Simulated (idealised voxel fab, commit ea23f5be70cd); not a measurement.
This is a process module. Its name is voxel wiring stack.
The cross-section shown here is cut; it is 225 nm wide and divided into square cells measuring 5 nm on a side.
Cross-section layout: square cells on a grid; listed as bands, top to bottom; a band spans one or more cell rows.
Per band: top height and bottom height in nm, followed by the left-to-right materials and their widths in nm; "all across" marks a single material spanning edge to edge, "blank" marks empty space.
Height datum 0, below which the as-received substrate wafer is one material. Lowest band open at the bottom, running downward: "0..down".
Width "30->40": first value at the band's top row of cells, second value at its bottom row, equal change from row to row.
Given "no change" for a step, no cell of the cross-section differs between before and after that step.
Empty spaces without an open route to the top, at least 8 cells in extent, make up the entry "Trapped void list"; each is given as width x height at distance, where the distance is measured from the left edge, and all are in nm.
Anything after a step's settings on that line? It's the simulator's own note about the step.
Among the settings permitted on a step's line is "overlay nm"; applied to a step with a mask, it specifies the extent to which the mask lay to the right of its planned position, whereas a negative figure signifies a position to the left.
Process steps (planned)
1) RECEIVE | material Si
2) CONFORMAL_DEP | material SiO2 | thk nm 15
3) CONFORMAL_DEP | material SiCN | thk nm 5
4) DIRECTIONAL_DEP | material lowk | thk nm 20
5) DIRECTIONAL_DEP | material aC | thk nm 10
6) PATTERN | tone open | mask id METAL_1 | material resist | width nm 20 | pitch nm 35 | thk nm 30 | overlay nm 0
7) DIRECTIONAL_ETCH | etch materials aC | depth nm 10
8) STRIP | etch materials resist
9) DIRECTIONAL_ETCH | etch materials lowk | depth nm 20
10) DIRECTIONAL_ETCH | etch materials SiCN | depth nm 5
11) STRIP | etch materials aC
12) CONFORMAL_DEP | material TiN | thk nm 5
13) FILL_DEP | material Cu | thk nm 10
14) CMP | height nm 40
15) CONFORMAL_DEP | material SiCN | thk nm 5
16) DIRECTIONAL_DEP | material lowk | thk nm 30
17) PATTERN | tone open | mask id METAL_2 | material resist | width nm 20 | pitch nm 35 | thk nm 20 | overlay nm 0
18) DIRECTIONAL_ETCH | etch materials lowk | depth nm 15
19) STRIP | etch materials resist
20) PATTERN | tone open | mask id METAL_2_HOLES | material resist | width nm 15 | pitch nm 35 | thk nm 15 | overlay nm 0
21) DIRECTIONAL_ETCH | etch materials lowk | depth nm 15
22) DIRECTIONAL_ETCH | etch materials SiCN | depth nm 5
23) STRIP | etch materials resist
24) CONFORMAL_DEP | material TiN | thk nm 5
25) FILL_DEP | material Ru | thk nm 10
26) CMP | height nm 75
27) CONFORMAL_DEP | material SiCN | thk nm 5
28) DIRECTIONAL_DEP | material lowk | thk nm 25
29) MASKED_ETCH | tone open | mask id METAL_3 | width nm 20 | pitch nm 35 | etch materials lowk | depth nm 15 | overlay nm 0
30) PATTERN | tone open | mask id METAL_3_HOLES | material resist | width nm 15 | pitch nm 70 | thk nm 15 | overlay nm 0
31) DIRECTIONAL_ETCH | etch materials lowk | depth nm 10
32) DIRECTIONAL_ETCH | etch materials SiCN | depth nm 5
33) STRIP | etch materials resist
34) CONFORMAL_DEP | material TiN | thk nm 5
35) FILL_DEP | material Ru | thk nm 10
36) CMP | height nm 105
37) CONFORMAL_DEP | material SiCN | thk nm 5
The value of width nm given for step 30 in the plan refers to the first wafer; the wafers vary in this setting and are alike at the start.
First of several wafers, received after step 1, in cross-section
- 0..down: Si all across
- Trapped void list: none
End of the module, past its last step, step 37: how the first of several wafers looks in cross-section
- 110..105: SiCN all across
- 105..95: 65 of lowk, then 5 of TiN, then 10 of Ru, then 5 of TiN, then 15 of lowk, then 5 of TiN, then 10 of Ru, then 5 of TiN, then 15 of lowk, then 5 of TiN, then 10 of Ru, then 5 of TiN, then 70 of lowk
- 95..90: 65 of lowk, then 5 of TiN, then 5 of Ru, then 10 of TiN, then 15 of lowk, then 20 of TiN, then 15 of lowk, then 5 of TiN, then 5 of Ru, then 10 of TiN, then 70 of lowk
- 90..80: 65 of lowk, then 5 of TiN, then 5 of Ru, then 5 of TiN, then 55 of lowk, then 5 of TiN, then 5 of Ru, then 5 of TiN, then 75 of lowk
- 80..75: 65 of SiCN, then 15 of TiN, then 55 of SiCN, then 15 of TiN, then 75 of SiCN
- 75..65: 65 of lowk, then 5 of TiN, then 10 of Ru, then 5 of TiN, then 15 of lowk, then 5 of TiN, then 10 of Ru, then 5 of TiN, then 15 of lowk, then 5 of TiN, then 10 of Ru, then 5 of TiN, then 70 of lowk
- 65..60: 65 of lowk, then 5 of TiN, then 5 of Ru, then 10 of TiN, then 15 of lowk, then 5 of TiN, then 5 of Ru, then 10 of TiN, then 15 of lowk, then 5 of TiN, then 5 of Ru, then 10 of TiN, then 70 of lowk
- 60..45: 65 of lowk, then 5 of TiN, then 5 of Ru, then 5 of TiN, then 20 of lowk, then 5 of TiN, then 5 of Ru, then 5 of TiN, then 20 of lowk, then 5 of TiN, then 5 of Ru, then 5 of TiN, then 75 of lowk
- 45..40: 65 of SiCN, then 15 of TiN, then 20 of SiCN, then 15 of TiN, then 20 of SiCN, then 15 of TiN, then 75 of SiCN
- 40..20: 65 of lowk, then 5 of TiN, then 10 of Cu, then 5 of TiN, then 15 of lowk, then 5 of TiN, then 10 of Cu, then 5 of TiN, then 15 of lowk, then 5 of TiN, then 10 of Cu, then 5 of TiN, then 70 of lowk
- 20..15: 65 of SiCN, then 20 of TiN, then 15 of SiCN, then 20 of TiN, then 15 of SiCN, then 20 of TiN, then 70 of SiCN
- 15..0: SiO2 all across
- 0..down: Si all across
- Trapped void list: none
Here we cross-sectioned the last of the wafers once the module was done
- 110..105: SiCN all across
- 105..95: 60 of lowk, then 5->10 of TiN, then 20->10 of Ru, then 5->10 of TiN, then 10 of lowk, then 5 of TiN, then 10 of Ru, then 5 of TiN, then 10 of lowk, then 5->10 of TiN, then 20->10 of Ru, then 5->10 of TiN, then 65 of lowk
- 95..90: 65 of lowk, then 5 of TiN, then 10 of Ru, then 5 of TiN, then 15 of lowk, then 20 of TiN, then 15 of lowk, then 5 of TiN, then 10 of Ru, then 5 of TiN, then 70 of lowk
- 90..80: 65 of lowk, then 5 of TiN, then 10 of Ru, then 5 of TiN, then 50 of lowk, then 5 of TiN, then 10 of Ru, then 5 of TiN, then 70 of lowk
- 80..75: 65 of SiCN, then 20 of TiN, then 50 of SiCN, then 20 of TiN, then 70 of SiCN
- 75..65: 65 of lowk, then 5 of TiN, then 10 of Ru, then 5 of TiN, then 15 of lowk, then 5 of TiN, then 10 of Ru, then 5 of TiN, then 15 of lowk, then 5 of TiN, then 10 of Ru, then 5 of TiN, then 70 of lowk
- 65..60: 65 of lowk, then 5 of TiN, then 5 of Ru, then 10 of TiN, then 15 of lowk, then 5 of TiN, then 5 of Ru, then 10 of TiN, then 15 of lowk, then 5 of TiN, then 5 of Ru, then 10 of TiN, then 70 of lowk
- 60..45: 65 of lowk, then 5 of TiN, then 5 of Ru, then 5 of TiN, then 20 of lowk, then 5 of TiN, then 5 of Ru, then 5 of TiN, then 20 of lowk, then 5 of TiN, then 5 of Ru, then 5 of TiN, then 75 of lowk
- 45..40: 65 of SiCN, then 15 of TiN, then 20 of SiCN, then 15 of TiN, then 20 of SiCN, then 15 of TiN, then 75 of SiCN
- 40..20: 65 of lowk, then 5 of TiN, then 10 of Cu, then 5 of TiN, then 15 of lowk, then 5 of TiN, then 10 of Cu, then 5 of TiN, then 15 of lowk, then 5 of TiN, then 10 of Cu, then 5 of TiN, then 70 of lowk
- 20..15: 65 of SiCN, then 20 of TiN, then 15 of SiCN, then 20 of TiN, then 15 of SiCN, then 20 of TiN, then 70 of SiCN
- 15..0: SiO2 all across
- 0..down: Si all across
- Trapped void list: none
Each wafer at the end: cells of each material gained (+) or lost (-) since it was received, then its closed voids
width nm 15; +24 Cu; +42 Ru; +153 SiCN; +135 SiO2; +120 TiN; +516 lowk; Trapped void list: none
width nm 20; +24 Cu; +48 Ru; +151 SiCN; +135 SiO2; +120 TiN; +512 lowk; Trapped void list: none
width nm 25; +24 Cu; +50 Ru; +151 SiCN; +135 SiO2; +122 TiN; +508 lowk; Trapped void list: none
width nm 30; +24 Cu; +52 Ru; +151 SiCN; +135 SiO2; +124 TiN; +504 lowk; Trapped void list: none
